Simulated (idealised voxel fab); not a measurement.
The document below concerns the process module designated voxel lift off.
It is cross-section cut that appears here, measuring 285 nm in width, its square cells being 5 nm in size.
If you're reading a cross-section in this doc, picture square cells in a grid; it comes to you as bands, top ones listed first down to the bottom, and a band can be one or more rows of cells. Heights first: top, then bottom, in nm. Then materials, left to right, each with a width in nm. "full width" on a single material: fills the band edge to edge. "blank": empty space. A quick word on heights: they are counted from 0, and under that level the wafer as it came to us is one material throughout. The lowest band is different from the rest in having no bottom; it simply continues downward, written as in "0 down". Top row gets the first number, bottom row gets the second, and each row in between changes by the same step: that is how a band width like "30..40" works. "everything unchanged" means the step left every cell of the cross-section as it was. Heads up: "Sealed void list" only lists the empty pockets with no open path to the top that are 8 cells or more, and it writes them as width x height at distance, distance from the left edge, in nm. Heads up: the bit after the settings on a step's line is the simulator's remark on that step. You can add "overlay nm" to a step's line. For a step with a mask, it describes how far the mask lay to the right of its planned position, and a negative number describes a lay to the left.
## This section lists the process steps that were planned
| 1 | RECEIVE, material Si |
| 2 | CONFORMAL_DEP, material Al2O3, thk nm 15 |
| 3 | PATTERN, tone open, mask id LINES, material resist, width nm 20, pitch nm 40, thk nm 30, overlay nm 0 |
| 4 | DIRECTIONAL_DEP, material Ru, thk nm 5 |
| 5 | STRIP, etch materials resist |
| 6 | CONFORMAL_DEP, material SiO2, thk nm 5 |
Keep in mind the plan's value for the thk nm of step 4 comes from the first wafer; the wafers don't share that setting, but they do share the same starting point.
## Cut through the first of several wafers as received, post step 1
* 0 down: Si full width
* Sealed void list: none
## After the module's final step, step 6: the first of several wafers in cross-section
* 25 to 20: 65 of blank | 30 of SiO2 | 10 of blank | 30 of SiO2 | 10 of blank | 30 of SiO2 | 10 of blank | 30 of SiO2 | 70 of blank
* 20 to 15: 70 of SiO2 | 20 of Ru | 20 of SiO2 | 20 of Ru | 20 of SiO2 | 20 of Ru | 20 of SiO2 | 20 of Ru | 75 of SiO2
* 15 to 0: Al2O3 full width
* 0 down: Si full width
* Sealed void list: none
## Of the several wafers, the last: cross-section at the end of the module
* 45 to 40: 65 of blank | 30 of SiO2 | 10 of blank | 30 of SiO2 | 10 of blank | 30 of SiO2 | 10 of blank | 30 of SiO2 | 70 of blank
* 40 to 20: 65 of blank | 5 of SiO2 | 20 of Ru | 5 of SiO2 | 10 of blank | 5 of SiO2 | 20 of Ru | 5 of SiO2 | 10 of blank | 5 of SiO2 | 20 of Ru | 5 of SiO2 | 10 of blank | 5 of SiO2 | 20 of Ru | 5 of SiO2 | 70 of blank
* 20 to 15: 70 of SiO2 | 20 of Ru | 20 of SiO2 | 20 of Ru | 20 of SiO2 | 20 of Ru | 20 of SiO2 | 20 of Ru | 75 of SiO2
* 15 to 0: Al2O3 full width
* 0 down: Si full width
* Sealed void list: none
## End of module, by wafer: material-by-material cell gain (+) or loss (-) since receipt, then closed voids
thk nm 5 | +171 Al2O3 | +16 Ru | +65 SiO2 | Sealed void list: none
thk nm 10 | +171 Al2O3 | +32 Ru | +73 SiO2 | Sealed void list: none
thk nm 15 | +171 Al2O3 | +48 Ru | +81 SiO2 | Sealed void list: none
thk nm 20 | +171 Al2O3 | +64 Ru | +89 SiO2 | Sealed void list: none
thk nm 25 | +171 Al2O3 | +80 Ru | +97 SiO2 | Sealed void list: none
